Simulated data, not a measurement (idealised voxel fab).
Process module under the name voxel wiring stack
This is section cut - it's 165 nm across, gridded in 5 nm square cells.
Cross-section = grid of square cells, listed top down in bands; band = one or more rows. Quick guide to a band line: top height, bottom height (nm) up front; then every material left to right with its width in nm. Only one material and it's marked "all across"? Then it fills the band edge to edge. And "blank" just means empty space. Heights from 0 (as-received wafer is one material below). Bottom band endless downward, as "0 down". You'd read "30..40" like this: the band's top row of cells is as wide as the first number, its bottom row is as wide as the second, and going down, every row changes width by the same amount as the row before did. It should be understood that the words "same as before", when stated for a given step, signify that the cross-section underwent no change in any of its cells during that step. This entry, "closed voids", enumerates those empty regions of no fewer than 8 cells that possess no open connection to the top. Each region is reported in the form width x height at distance, the distance being taken from the left edge, with all three quantities expressed in nm. Where a step's line continues beyond its settings, the continuation is a remark by the simulator itself on that step. overlay nm: on a step with a mask, how far right of its planned place the mask lay; negative means left. Note on reading: below, each pair holds a cross-section from before one process step and one from after it; the one from after shows only down to the lowest band that changed. Beneath the pair, the step in between is stated along with its settings. The pairs can stem from different runs of this module on the same starting wafer. Where a pair's entry headed "Before-step section" says so, and only there, that pair continues from the pair above it.

-- Before-step section
	0 down = Si all across
	closed voids: none

-- After the Step
	15 to 0 = SiO2 all across
	Unchanged below 0.
	closed voids: none
Step taken after the before cross-section and before the after cross-section above: CONFORMAL_DEP | material SiO2 | thk nm 15

Before-step section: Please consult the pair immediately above; the cross-section it shows after its step is the state before this step.

-- After the Step
	20 to 15 = SiCN all across
	Unchanged below 15.
	closed voids: none
Step taken after the before cross-section and before the after cross-section above: CONFORMAL_DEP | material SiCN | thk nm 5

Before-step section: Please consult the pair immediately above; the cross-section it shows after its step is the state before this step.

-- After the Step
	40 to 20 = SiO2 all across
	Unchanged below 20.
	closed voids: none
Step taken after the before cross-section and before the after cross-section above: DIRECTIONAL_DEP | material SiO2 | thk nm 20

Before-step section: Please consult the pair immediately above; the cross-section it shows after its step is the state before this step.

-- After the Step
	60 to 40 = 45 resist, then 25 blank, then 25 resist, then 25 blank, then 45 resist
	Unchanged below 40.
	closed voids: none
Step taken after the before cross-section and before the after cross-section above: PATTERN | tone open | mask id METAL_1 | material resist | width nm 25 | pitch nm 50 | thk nm 20 | overlay nm 0

Before-step section: Please consult the pair immediately above; the cross-section it shows after its step is the state before this step.

-- After the Step
	60 to 40 = 45 resist, then 25 blank, then 25 resist, then 25 blank, then 45 resist
	40 to 20 = 45 SiO2, then 25 blank, then 25 SiO2, then 25 blank, then 45 SiO2
	Unchanged below 20.
	closed voids: none
Step taken after the before cross-section and before the after cross-section above: DIRECTIONAL_ETCH | etch materials SiO2 | depth nm 20

Before-step section: Please consult the pair immediately above; the cross-section it shows after its step is the state before this step.

-- After the Step
	60 to 40 = 45 resist, then 25 blank, then 25 resist, then 25 blank, then 45 resist
	40 to 20 = 45 SiO2, then 25 blank, then 25 SiO2, then 25 blank, then 45 SiO2
	20 to 15 = 45 SiCN, then 25 blank, then 25 SiCN, then 25 blank, then 45 SiCN
	Unchanged below 15.
	closed voids: none
Step taken after the before cross-section and before the after cross-section above: DIRECTIONAL_ETCH | etch materials SiCN | depth nm 5

Before-step section: Please consult the pair immediately above; the cross-section it shows after its step is the state before this step.

-- After the Step
	40 to 20 = 45 SiO2, then 25 blank, then 25 SiO2, then 25 blank, then 45 SiO2
	Unchanged below 20.
	closed voids: none
Step taken after the before cross-section and before the after cross-section above: STRIP | etch materials resist

Before-step section: Please consult the pair immediately above; the cross-section it shows after its step is the state before this step.

-- After the Step
	45 to 40 = 50 TiN, then 15 blank, then 35 TiN, then 15 blank, then 50 TiN
	40 to 20 = 45 SiO2, then 5 TiN, then 15 blank, then 5 TiN, then 25 SiO2, then 5 TiN, then 15 blank, then 5 TiN, then 45 SiO2
	20 to 15 = 45 SiCN, then 25 TiN, then 25 SiCN, then 25 TiN, then 45 SiCN
	Unchanged below 15.
	closed voids: none
Step taken after the before cross-section and before the after cross-section above: CONFORMAL_DEP | material TiN | thk nm 5

Before-step section: Please consult the pair immediately above; the cross-section it shows after its step is the state before this step.

-- After the Step
	55 to 45 = Cu all across
	45 to 40 = 50 TiN, then 15 Cu, then 35 TiN, then 15 Cu, then 50 TiN
	40 to 20 = 45 SiO2, then 5 TiN, then 15 Cu, then 5 TiN, then 25 SiO2, then 5 TiN, then 15 Cu, then 5 TiN, then 45 SiO2
	Unchanged below 20.
	closed voids: none
Step taken after the before cross-section and before the after cross-section above: FILL_DEP | material Cu | thk nm 10

Before-step section: Please consult the pair immediately above; the cross-section it shows after its step is the state before this step.

-- After the Step
	40 to 20 = 45 SiO2, then 5 TiN, then 15 Cu, then 5 TiN, then 25 SiO2, then 5 TiN, then 15 Cu, then 5 TiN, then 45 SiO2
	Unchanged below 20.
	closed voids: none
Step taken after the before cross-section and before the after cross-section above: CMP | height nm 40

Before-step section: Please consult the pair immediately above; the cross-section it shows after its step is the state before this step.

-- After the Step
	45 to 40 = 40 blank, then 35 Ru, then 15 blank, then 35 Ru, then 40 blank
	Unchanged below 40.
	closed voids: none
Step taken after the before cross-section and before the after cross-section above: EPI | material Ru | thk nm 5

Before-step section: Please consult the pair immediately above; the cross-section it shows after its step is the state before this step.

-- After the Step
	50 to 45 = SiCN all across
	45 to 40 = 40 SiCN, then 35 Ru, then 15 SiCN, then 35 Ru, then 40 SiCN
	Unchanged below 40.
	closed voids: none
Step taken after the before cross-section and before the after cross-section above: FILL_DEP | material SiCN | thk nm 5

Before-step section: Please consult the pair immediately above; the cross-section it shows after its step is the state before this step.

-- After the Step
	65 to 50 = SiO2 all across
	Unchanged below 50.
	closed voids: none
Step taken after the before cross-section and before the after cross-section above: DIRECTIONAL_DEP | material SiO2 | thk nm 15

Before-step section: Please consult the pair immediately above; the cross-section it shows after its step is the state before this step.

-- After the Step
	75 to 65 = aC all across
	Unchanged below 65.
	closed voids: none
Step taken after the before cross-section and before the after cross-section above: DIRECTIONAL_DEP | material aC | thk nm 10

Before-step section: Please consult the pair immediately above; the cross-section it shows after its step is the state before this step.

-- After the Step
	100 to 75 = 45 resist, then 15 blank, then 105 resist
	Unchanged below 75.
	closed voids: none
Step taken after the before cross-section and before the after cross-section above: PATTERN | tone open | mask id PLUG_1 | material resist | width nm 15 | thk nm 25 | overlay nm 0

Before-step section: Please consult the pair immediately above; the cross-section it shows after its step is the state before this step.

-- After the Step
	90 to 75 = 45 resist, then 15 blank, then 105 resist
	75 to 65 = 45 aC, then 15 blank, then 105 aC
	Unchanged below 65.
	closed voids: none
Step taken after the before cross-section and before the after cross-section above: DIRECTIONAL_ETCH | etch materials aC | depth nm 10

Before-step section: Please consult the pair immediately above; the cross-section it shows after its step is the state before this step.

-- After the Step
	75 to 65 = 45 aC, then 15 blank, then 105 aC
	Unchanged below 65.
	closed voids: none
Step taken after the before cross-section and before the after cross-section above: STRIP | etch materials resist

Before-step section: Please consult the pair immediately above; the cross-section it shows after its step is the state before this step.

-- After the Step
	75 to 65 = 45 aC, then 15 blank, then 105 aC
	65 to 50 = 45 SiO2, then 15 blank, then 105 SiO2
	Unchanged below 50.
	closed voids: none
Step taken after the before cross-section and before the after cross-section above: DIRECTIONAL_ETCH | etch materials SiO2 | depth nm 15

Before-step section: Please consult the pair immediately above; the cross-section it shows after its step is the state before this step.

-- After the Step
	75 to 65 = 45 aC, then 15 blank, then 105 aC
	65 to 50 = 45 SiO2, then 15 blank, then 105 SiO2
	50 to 45 = 45 SiCN, then 15 blank, then 105 SiCN
	Unchanged below 45.
	closed voids: none
Step taken after the before cross-section and before the after cross-section above: DIRECTIONAL_ETCH | etch materials SiCN | depth nm 5

Before-step section: Please consult the pair immediately above; the cross-section it shows after its step is the state before this step.

-- After the Step
	65 to 50 = 45 SiO2, then 15 blank, then 105 SiO2
	Unchanged below 50.
	closed voids: none
Step taken after the before cross-section and before the after cross-section above: STRIP | etch materials aC

Before-step section: Please consult the pair immediately above; the cross-section it shows after its step is the state before this step.

-- After the Step
	70 to 65 = 50 TiN, then 5 blank, then 110 TiN
	65 to 50 = 45 SiO2, then 5 TiN, then 5 blank, then 5 TiN, then 105 SiO2
	50 to 45 = 45 SiCN, then 15 TiN, then 105 SiCN
	Unchanged below 45.
	closed voids: none
Step taken after the before cross-section and before the after cross-section above: CONFORMAL_DEP | material TiN | thk nm 5

Before-step section: Please consult the pair immediately above; the cross-section it shows after its step is the state before this step.

-- After the Step
	75 to 70 = Cu all across
	70 to 65 = 50 TiN, then 5 Cu, then 110 TiN
	65 to 50 = 45 SiO2, then 5 TiN, then 5 Cu, then 5 TiN, then 105 SiO2
	Unchanged below 50.
	closed voids: none
Step taken after the before cross-section and before the after cross-section above: FILL_DEP | material Cu | thk nm 5

Before-step section: Please consult the pair immediately above; the cross-section it shows after its step is the state before this step.

-- After the Step
	65 to 50 = 45 SiO2, then 5 TiN, then 5 Cu, then 5 TiN, then 105 SiO2
	Unchanged below 50.
	closed voids: none
Step taken after the before cross-section and before the after cross-section above: CMP | height nm 65

Before-step section: Please consult the pair immediately above; the cross-section it shows after its step is the state before this step.

-- After the Step
	70 to 65 = TiN all across
	Unchanged below 65.
	closed voids: none
Step taken after the before cross-section and before the after cross-section above: DIRECTIONAL_DEP | material TiN | thk nm 5

Before-step section: Please consult the pair immediately above; the cross-section it shows after its step is the state before this step.

-- After the Step
	85 to 70 = W all across
	Unchanged below 70.
	closed voids: none
Step taken after the before cross-section and before the after cross-section above: DIRECTIONAL_DEP | material W | thk nm 15

Before-step section: Please consult the pair immediately above; the cross-section it shows after its step is the state before this step.

-- After the Step
	85 to 70 = 45 blank, then 25 W, then 25 blank, then 25 W, then 45 blank
	Unchanged below 70.
	closed voids: none
Step taken after the before cross-section and before the after cross-section above: MASKED_ETCH | tone cover | mask id METAL_2 | width nm 25 | pitch nm 50 | etch materials W | depth nm 15 | overlay nm 0

Before-step section: Please consult the pair immediately above; the cross-section it shows after its step is the state before this step.

-- After the Step
	85 to 70 = 45 blank, then 25 W, then 25 blank, then 25 W, then 45 blank
	70 to 65 = 45 blank, then 25 TiN, then 25 blank, then 25 TiN, then 45 blank
	Unchanged below 65.
	closed voids: none
Step taken after the before cross-section and before the after cross-section above: MASKED_ETCH | tone cover | mask id METAL_2 | width nm 25 | pitch nm 50 | etch materials TiN | depth nm 5 | overlay nm 0

Before-step section: Please consult the pair immediately above; the cross-section it shows after its step is the state before this step.

-- After the Step
	95 to 85 = lowk all across
	85 to 70 = 45 lowk, then 25 W, then 25 lowk, then 25 W, then 45 lowk
	70 to 65 = 45 lowk, then 25 TiN, then 25 lowk, then 25 TiN, then 45 lowk
	Unchanged below 65.
	closed voids: none
Step taken after the before cross-section and before the after cross-section above: FILL_DEP | material lowk | thk nm 10

Before-step section: Please consult the pair immediately above; the cross-section it shows after its step is the state before this step.

-- After the Step
	85 to 70 = 45 lowk, then 25 W, then 25 lowk, then 25 W, then 45 lowk
	Unchanged below 70.
	closed voids: none
Step taken after the before cross-section and before the after cross-section above: CMP | height nm 85

Before-step section: Please consult the pair immediately above; the cross-section it shows after its step is the state before this step.

-- After the Step
	90 to 85 = SiCN all across
	Unchanged below 85.
	closed voids: none
Step taken after the before cross-section and before the after cross-section above: CONFORMAL_DEP | material SiCN | thk nm 5

Before-step section: Please consult the pair immediately above; the cross-section it shows after its step is the state before this step.

-- After the Step
	115 to 90 = lowk all across
	Unchanged below 90.
	closed voids: none
Step taken after the before cross-section and before the after cross-section above: DIRECTIONAL_DEP | material lowk | thk nm 25

Before-step section: Please consult the pair immediately above; the cross-section it shows after its step is the state before this step.

-- After the Step
	125 to 115 = aC all across
	Unchanged below 115.
	closed voids: none
Step taken after the before cross-section and before the after cross-section above: DIRECTIONAL_DEP | material aC | thk nm 10

Before-step section: Please consult the pair immediately above; the cross-section it shows after its step is the state before this step.

-- After the Step
	155 to 125 = 45 resist, then 15 blank, then 105 resist
	Unchanged below 125.
	closed voids: none
Step taken after the before cross-section and before the after cross-section above: PATTERN | tone open | mask id METAL_3_HOLES | material resist | width nm 15 | thk nm 30 | overlay nm 0

Before-step section: Please consult the pair immediately above; the cross-section it shows after its step is the state before this step.

-- After the Step
	145 to 125 = 45 resist, then 15 blank, then 105 resist
	125 to 115 = 45 aC, then 15 blank, then 105 aC
	Unchanged below 115.
	closed voids: none
Step taken after the before cross-section and before the after cross-section above: DIRECTIONAL_ETCH | etch materials aC | depth nm 10

Before-step section: Please consult the pair immediately above; the cross-section it shows after its step is the state before this step.

-- After the Step
	125 to 115 = 45 aC, then 15 blank, then 105 aC
	Unchanged below 115.
	closed voids: none
Step taken after the before cross-section and before the after cross-section above: STRIP | etch materials resist

Before-step section: Please consult the pair immediately above; the cross-section it shows after its step is the state before this step.

-- After the Step
	125 to 115 = 45 aC, then 15 blank, then 105 aC
	115 to 90 = 45 lowk, then 15 blank, then 105 lowk
	Unchanged below 90.
	closed voids: none
Step taken after the before cross-section and before the after cross-section above: DIRECTIONAL_ETCH | etch materials lowk | depth nm 25

Before-step section: Please consult the pair immediately above; the cross-section it shows after its step is the state before this step.

-- After the Step
	115 to 90 = 45 lowk, then 15 blank, then 105 lowk
	Unchanged below 90.
	closed voids: none
Step taken after the before cross-section and before the after cross-section above: STRIP | etch materials aC

Before-step section: Please consult the pair immediately above; the cross-section it shows after its step is the state before this step.

-- After the Step
	115 to 100 = 45 lowk, then 25 blank, then 25 lowk, then 25 blank, then 45 lowk
	Unchanged below 100.
	closed voids: none
Step taken after the before cross-section and before the after cross-section above: MASKED_ETCH | tone open | mask id METAL_3 | width nm 25 | pitch nm 50 | etch materials lowk | depth nm 15 | overlay nm 0

Before-step section: Please consult the pair immediately above; the cross-section it shows after its step is the state before this step.

-- After the Step
	115 to 100 = 45 lowk, then 25 blank, then 25 lowk, then 25 blank, then 45 lowk
	100 to 90 = 45 lowk, then 15 blank, then 105 lowk
	90 to 85 = 45 SiCN, then 15 blank, then 105 SiCN
	Unchanged below 85.
	closed voids: none
Step taken after the before cross-section and before the after cross-section above: MASKED_ETCH | tone open | mask id METAL_3 | width nm 25 | pitch nm 50 | etch materials SiCN | depth nm 5 | overlay nm 0

Before-step section: Please consult the pair immediately above; the cross-section it shows after its step is the state before this step.

-- After the Step
	120 to 115 = 50 TiN, then 15 blank, then 35 TiN, then 15 blank, then 50 TiN
	115 to 105 = 45 lowk, then 5 TiN, then 15 blank, then 5 TiN, then 25 lowk, then 5 TiN, then 15 blank, then 5 TiN, then 45 lowk
	105 to 100 = 45 lowk, then 5 TiN, then 5 blank, then 15 TiN, then 25 lowk, then 25 TiN, then 45 lowk
	100 to 90 = 45 lowk, then 5 TiN, then 5 blank, then 5 TiN, then 105 lowk
	90 to 85 = 45 SiCN, then 15 TiN, then 105 SiCN
	Unchanged below 85.
	closed voids: none
Step taken after the before cross-section and before the after cross-section above: CONFORMAL_DEP | material TiN | thk nm 5

Before-step section: Please consult the pair immediately above; the cross-section it shows after its step is the state before this step.

-- After the Step
	125 to 120 = Ru all across
	120 to 115 = 50 TiN, then 15 Ru, then 35 TiN, then 15 Ru, then 50 TiN
	115 to 105 = 45 lowk, then 5 TiN, then 15 Ru, then 5 TiN, then 25 lowk, then 5 TiN, then 15 Ru, then 5 TiN, then 45 lowk
	105 to 100 = 45 lowk, then 5 TiN, then 5 Ru, then 15 TiN, then 25 lowk, then 25 TiN, then 45 lowk
	100 to 90 = 45 lowk, then 5 TiN, then 5 Ru, then 5 TiN, then 105 lowk
	Unchanged below 90.
	closed voids: none
Step taken after the before cross-section and before the after cross-section above: FILL_DEP | material Ru | thk nm 5

Before-step section: Please consult the pair immediately above; the cross-section it shows after its step is the state before this step.

-- After the Step
	115 to 105 = 45 lowk, then 5 TiN, then 15 Ru, then 5 TiN, then 25 lowk, then 5 TiN, then 15 Ru, then 5 TiN, then 45 lowk
	Unchanged below 105.
	closed voids: none
Step taken after the before cross-section and before the after cross-section above: CMP | height nm 115

Before-step section: Please consult the pair immediately above; the cross-section it shows after its step is the state before this step.

-- After the Step
	120 to 115 = SiCN all across
	Unchanged below 115.
	closed voids: none
Step taken after the before cross-section and before the after cross-section above: CONFORMAL_DEP | material SiCN | thk nm 5

Before-step section: Please consult the pair immediately above; the cross-section it shows after its step is the state before this step.

-- After the Step
	150 to 120 = SiO2 all across
	Unchanged below 120.
	closed voids: none
Step taken after the before cross-section and before the after cross-section above: DIRECTIONAL_DEP | material SiO2 | thk nm 30

Before-step section: Please consult the pair immediately above; the cross-section it shows after its step is the state before this step.

-- After the Step
	165 to 150 = aC all across
	Unchanged below 150.
	closed voids: none
Step taken after the before cross-section and before the after cross-section above: DIRECTIONAL_DEP | material aC | thk nm 15

Before-step section: Please consult the pair immediately above; the cross-section it shows after its step is the state before this step.

-- After the Step
	195 to 165 = 45 resist, then 15 blank, then 35 resist, then 15 blank, then 55 resist
	Unchanged below 165.
	closed voids: none
Step taken after the before cross-section and before the after cross-section above: PATTERN | tone open | mask id METAL_4_HOLES | material resist | width nm 15 | pitch nm 50 | thk nm 30 | overlay nm 0

Before-step section: Please consult the pair immediately above; the cross-section it shows after its step is the state before this step.

-- After the Step
	180 to 165 = 45 resist, then 15 blank, then 35 resist, then 15 blank, then 55 resist
	165 to 150 = 45 aC, then 15 blank, then 35 aC, then 15 blank, then 55 aC
	Unchanged below 150.
	closed voids: none
Step taken after the before cross-section and before the after cross-section above: DIRECTIONAL_ETCH | etch materials aC | depth nm 15

Before-step section: Please consult the pair immediately above; the cross-section it shows after its step is the state before this step.

-- After the Step
	165 to 150 = 45 aC, then 15 blank, then 35 aC, then 15 blank, then 55 aC
	Unchanged below 150.
	closed voids: none
Step taken after the before cross-section and before the after cross-section above: STRIP | etch materials resist

Before-step section: Please consult the pair immediately above; the cross-section it shows after its step is the state before this step.

-- After the Step
	165 to 150 = 45 aC, then 15 blank, then 35 aC, then 15 blank, then 55 aC
	150 to 120 = 45 SiO2, then 15 blank, then 35 SiO2, then 15 blank, then 55 SiO2
	Unchanged below 120.
	closed voids: none
Step taken after the before cross-section and before the after cross-section above: DIRECTIONAL_ETCH | etch materials SiO2 | depth nm 30

Before-step section: Please consult the pair immediately above; the cross-section it shows after its step is the state before this step.

-- After the Step
	150 to 120 = 45 SiO2, then 15 blank, then 35 SiO2, then 15 blank, then 55 SiO2
	Unchanged below 120.
	closed voids: none
Step taken after the before cross-section and before the after cross-section above: STRIP | etch materials aC

Before-step section: Please consult the pair immediately above; the cross-section it shows after its step is the state before this step.

-- After the Step
	165 to 150 = 45 aC, then 15 blank, then 35 aC, then 15 blank, then 55 aC
	150 to 135 = 45 SiO2, then 15 blank, then 35 SiO2, then 15 blank, then 55 SiO2
	135 to 120 = 45 SiO2, then 15 aC, then 35 SiO2, then 15 aC, then 55 SiO2
	Unchanged below 120.
	closed voids: none
Step taken after the before cross-section and before the after cross-section above: DIRECTIONAL_DEP | material aC | thk nm 15

Before-step section: Please consult the pair immediately above; the cross-section it shows after its step is the state before this step.

-- After the Step
	195 to 165 = 45 resist, then 25 blank, then 25 resist, then 25 blank, then 45 resist
	Unchanged below 165.
	closed voids: none
Step taken after the before cross-section and before the after cross-section above: PATTERN | tone open | mask id METAL_4 | material resist | width nm 25 | pitch nm 50 | thk nm 30 | overlay nm 0

Before-step section: Please consult the pair immediately above; the cross-section it shows after its step is the state before this step.

-- After the Step
	180 to 165 = 45 resist, then 25 blank, then 25 resist, then 25 blank, then 45 resist
	165 to 150 = 45 aC, then 25 blank, then 25 aC, then 25 blank, then 45 aC
	150 to 120 = 45 SiO2, then 15 blank, then 35 SiO2, then 15 blank, then 55 SiO2
	Unchanged below 120.
	closed voids: none
Step taken after the before cross-section and before the after cross-section above: DIRECTIONAL_ETCH | etch materials aC | depth nm 15

Before-step section: Please consult the pair immediately above; the cross-section it shows after its step is the state before this step.

-- After the Step
	165 to 150 = 45 aC, then 25 blank, then 25 aC, then 25 blank, then 45 aC
	Unchanged below 150.
	closed voids: none
Step taken after the before cross-section and before the after cross-section above: STRIP | etch materials resist

Before-step section: Please consult the pair immediately above; the cross-section it shows after its step is the state before this step.

-- After the Step
	165 to 150 = 45 aC, then 25 blank, then 25 aC, then 25 blank, then 45 aC
	150 to 135 = 45 SiO2, then 25 blank, then 25 SiO2, then 25 blank, then 45 SiO2
	Unchanged below 135.
	closed voids: none
Step taken after the before cross-section and before the after cross-section above: DIRECTIONAL_ETCH | etch materials SiO2 | depth nm 15

Before-step section: Please consult the pair immediately above; the cross-section it shows after its step is the state before this step.

-- After the Step
	165 to 150 = 45 aC, then 25 blank, then 25 aC, then 25 blank, then 45 aC
	150 to 135 = 45 SiO2, then 25 blank, then 25 SiO2, then 25 blank, then 45 SiO2
	135 to 120 = 45 SiO2, then 15 blank, then 35 SiO2, then 15 blank, then 55 SiO2
	120 to 115 = 45 SiCN, then 15 blank, then 35 SiCN, then 15 blank, then 55 SiCN
	Unchanged below 115.
	closed voids: none
Step taken after the before cross-section and before the after cross-section above: DIRECTIONAL_ETCH | etch materials SiCN | depth nm 5

Before-step section: Please consult the pair immediately above; the cross-section it shows after its step is the state before this step.

-- After the Step
	150 to 135 = 45 SiO2, then 25 blank, then 25 SiO2, then 25 blank, then 45 SiO2
	Unchanged below 135.
	closed voids: none
Step taken after the before cross-section and before the after cross-section above: STRIP | etch materials aC

Before-step section: Please consult the pair immediately above; the cross-section it shows after its step is the state before this step.

-- After the Step
	155 to 150 = 50 TiN, then 15 blank, then 35 TiN, then 15 blank, then 50 TiN
	150 to 140 = 45 SiO2, then 5 TiN, then 15 blank, then 5 TiN, then 25 SiO2, then 5 TiN, then 15 blank, then 5 TiN, then 45 SiO2
	140 to 135 = 45 SiO2, then 5 TiN, then 5 blank, then 15 TiN, then 25 SiO2, then 5 TiN, then 5 blank, then 15 TiN, then 45 SiO2
	135 to 120 = 45 SiO2, then 5 TiN, then 5 blank, then 5 TiN, then 35 SiO2, then 5 TiN, then 5 blank, then 5 TiN, then 55 SiO2
	120 to 115 = 45 SiCN, then 15 TiN, then 35 SiCN, then 15 TiN, then 55 SiCN
	Unchanged below 115.
	closed voids: none
Step taken after the before cross-section and before the after cross-section above: CONFORMAL_DEP | material TiN | thk nm 5

Before-step section: Please consult the pair immediately above; the cross-section it shows after its step is the state before this step.

-- After the Step
	160 to 155 = Cu all across
	155 to 150 = 50 TiN, then 15 Cu, then 35 TiN, then 15 Cu, then 50 TiN
	150 to 140 = 45 SiO2, then 5 TiN, then 15 Cu, then 5 TiN, then 25 SiO2, then 5 TiN, then 15 Cu, then 5 TiN, then 45 SiO2
	140 to 135 = 45 SiO2, then 5 TiN, then 5 Cu, then 15 TiN, then 25 SiO2, then 5 TiN, then 5 Cu, then 15 TiN, then 45 SiO2
	135 to 120 = 45 SiO2, then 5 TiN, then 5 Cu, then 5 TiN, then 35 SiO2, then 5 TiN, then 5 Cu, then 5 TiN, then 55 SiO2
	Unchanged below 120.
	closed voids: none
Step taken after the before cross-section and before the after cross-section above: FILL_DEP | material Cu | thk nm 5

Before-step section: Please consult the pair immediately above; the cross-section it shows after its step is the state before this step.

-- After the Step
	150 to 140 = 45 SiO2, then 5 TiN, then 15 Cu, then 5 TiN, then 25 SiO2, then 5 TiN, then 15 Cu, then 5 TiN, then 45 SiO2
	Unchanged below 140.
	closed voids: none
Step taken after the before cross-section and before the after cross-section above: CMP | height nm 150

Before-step section: Please consult the pair immediately above; the cross-section it shows after its step is the state before this step.

-- After the Step
	155 to 150 = SiN all across
	Unchanged below 150.
	closed voids: none
Step taken after the before cross-section and before the after cross-section above: CONFORMAL_DEP | material SiN | thk nm 5

-- Before-step section
	45 to 40 = 40 blank, then 35 Ru, then 15 blank, then 35 Ru, then 40 blank
	40 to 20 = 45 SiO2, then 5 TiN, then 15 Cu, then 5 TiN, then 25 SiO2, then 5 TiN, then 15 Cu, then 5 TiN, then 45 SiO2
	20 to 15 = 45 SiCN, then 25 TiN, then 25 SiCN, then 25 TiN, then 45 SiCN
	15 to 0 = SiO2 all across
	0 down = Si all across
	closed voids: none

-- After the Step
	60 to 55 = 40 blank, then 35 SiO2, then 15 blank, then 35 SiO2, then 40 blank
	55 to 45 = SiO2 all across
	45 to 40 = 40 SiO2, then 35 Ru, then 15 SiO2, then 35 Ru, then 40 SiO2
	Unchanged below 40.
	closed voids: none
Step taken after the before cross-section and before the after cross-section above: DIRECTIONAL_DEP | material SiO2 | thk nm 15

Before-step section: Please consult the pair immediately above; the cross-section it shows after its step is the state before this step.

-- After the Step
	70 to 65 = 40 blank, then 35 aC, then 15 blank, then 35 aC, then 40 blank
	65 to 60 = aC all across
	60 to 55 = 40 aC, then 35 SiO2, then 15 aC, then 35 SiO2, then 40 aC
	Unchanged below 55.
	closed voids: none
Step taken after the before cross-section and before the after cross-section above: DIRECTIONAL_DEP | material aC | thk nm 10

Before-step section: Please consult the pair immediately above; the cross-section it shows after its step is the state before this step.

-- After the Step
	95 to 70 = 45 resist, then 15 blank, then 105 resist
	70 to 65 = 40 resist, then 35 aC, then 15 resist, then 35 aC, then 40 resist
	Unchanged below 65.
	closed voids: none
Step taken after the before cross-section and before the after cross-section above: PATTERN | tone open | mask id PLUG_1 | material resist | width nm 15 | thk nm 25 | overlay nm 0

Before-step section: Please consult the pair immediately above; the cross-section it shows after its step is the state before this step.

-- After the Step
	85 to 70 = 45 resist, then 15 blank, then 105 resist
	70 to 65 = 40 resist, then 5 aC, then 15 blank, then 15 aC, then 15 resist, then 35 aC, then 40 resist
	65 to 60 = 45 aC, then 15 blank, then 105 aC
	Unchanged below 60.
	closed voids: none
Step taken after the before cross-section and before the after cross-section above: DIRECTIONAL_ETCH | etch materials aC | depth nm 10

Before-step section: Please consult the pair immediately above; the cross-section it shows after its step is the state before this step.

-- After the Step
	70 to 65 = 40 blank, then 5 aC, then 15 blank, then 15 aC, then 15 blank, then 35 aC, then 40 blank
	Unchanged below 65.
	closed voids: none
Step taken after the before cross-section and before the after cross-section above: STRIP | etch materials resist

Before-step section: Please consult the pair immediately above; the cross-section it shows after its step is the state before this step.

-- After the Step
	70 to 65 = 40 blank, then 5 aC, then 15 blank, then 15 aC, then 15 blank, then 35 aC, then 40 blank
	65 to 60 = 45 aC, then 15 blank, then 105 aC
	60 to 55 = 40 aC, then 5 SiO2, then 15 blank, then 15 SiO2, then 15 aC, then 35 SiO2, then 40 aC
	55 to 45 = 45 SiO2, then 15 blank, then 105 SiO2
	Unchanged below 45.
	closed voids: none
Step taken after the before cross-section and before the after cross-section above: DIRECTIONAL_ETCH | etch materials SiO2 | depth nm 15

Before-step section: Please consult the pair immediately above; the cross-section it shows after its step is the state before this step.

-- After the Step
	60 to 55 = 40 blank, then 5 SiO2, then 15 blank, then 15 SiO2, then 15 blank, then 35 SiO2, then 40 blank
	Unchanged below 55.
	closed voids: none
Step taken after the before cross-section and before the after cross-section above: STRIP | etch materials aC

Before-step section: Please consult the pair immediately above; the cross-section it shows after its step is the state before this step.

-- After the Step
	65 to 60 = 35 blank, then 15 TiN, then 5 blank, then 25 TiN, then 5 blank, then 45 TiN, then 35 blank
	60 to 55 = 40 TiN, then 5 SiO2, then 5 TiN, then 5 blank, then 5 TiN, then 15 SiO2, then 15 TiN, then 35 SiO2, then 40 TiN
	55 to 50 = 45 SiO2, then 5 TiN, then 5 blank, then 5 TiN, then 105 SiO2
	50 to 45 = 45 SiO2, then 15 TiN, then 105 SiO2
	Unchanged below 45.
	closed voids: none
Step taken after the before cross-section and before the after cross-section above: CONFORMAL_DEP | material TiN | thk nm 5

Before-step section: Please consult the pair immediately above; the cross-section it shows after its step is the state before this step.

-- After the Step
	70 to 65 = Cu all across
	65 to 60 = 35 Cu, then 15 TiN, then 5 Cu, then 25 TiN, then 5 Cu, then 45 TiN, then 35 Cu
	60 to 55 = 40 TiN, then 5 SiO2, then 5 TiN, then 5 Cu, then 5 TiN, then 15 SiO2, then 15 TiN, then 35 SiO2, then 40 TiN
	55 to 50 = 45 SiO2, then 5 TiN, then 5 Cu, then 5 TiN, then 105 SiO2
	Unchanged below 50.
	closed voids: none
Step taken after the before cross-section and before the after cross-section above: FILL_DEP | material Cu | thk nm 5

Before-step section: Please consult the pair immediately above; the cross-section it shows after its step is the state before this step.

-- After the Step
	65 to 60 = 35 Cu, then 15 TiN, then 5 Cu, then 25 TiN, then 5 Cu, then 45 TiN, then 35 Cu
	Unchanged below 60.
	closed voids: none
Step taken after the before cross-section and before the after cross-section above: CMP | height nm 65

Before-step section: Please consult the pair immediately above; the cross-section it shows after its step is the state before this step.

-- After the Step
	70 to 65 = TiN all across
	Unchanged below 65.
	closed voids: none
Step taken after the before cross-section and before the after cross-section above: DIRECTIONAL_DEP | material TiN | thk nm 5

Before-step section: Please consult the pair immediately above; the cross-section it shows after its step is the state before this step.

-- After the Step
	85 to 70 = W all across
	Unchanged below 70.
	closed voids: none
Step taken after the before cross-section and before the after cross-section above: DIRECTIONAL_DEP | material W | thk nm 15

Before-step section: Please consult the pair immediately above; the cross-section it shows after its step is the state before this step.

-- After the Step
	85 to 70 = 45 blank, then 25 W, then 25 blank, then 25 W, then 45 blank
	Unchanged below 70.
	closed voids: none
Step taken after the before cross-section and before the after cross-section above: MASKED_ETCH | tone cover | mask id METAL_2 | width nm 25 | pitch nm 50 | etch materials W | depth nm 15 | overlay nm 0

Before-step section: Please consult the pair immediately above; the cross-section it shows after its step is the state before this step.

-- After the Step
	85 to 70 = 45 blank, then 25 W, then 25 blank, then 25 W, then 45 blank
	70 to 65 = 45 blank, then 25 TiN, then 25 blank, then 25 TiN, then 45 blank
	Unchanged below 65.
	closed voids: none
Step taken after the before cross-section and before the after cross-section above: MASKED_ETCH | tone cover | mask id METAL_2 | width nm 25 | pitch nm 50 | etch materials TiN | depth nm 5 | overlay nm 0

Before-step section: Please consult the pair immediately above; the cross-section it shows after its step is the state before this step.

-- After the Step
	95 to 85 = lowk all across
	85 to 70 = 45 lowk, then 25 W, then 25 lowk, then 25 W, then 45 lowk
	70 to 65 = 45 lowk, then 25 TiN, then 25 lowk, then 25 TiN, then 45 lowk
	Unchanged below 65.
	closed voids: none
Step taken after the before cross-section and before the after cross-section above: FILL_DEP | material lowk | thk nm 10
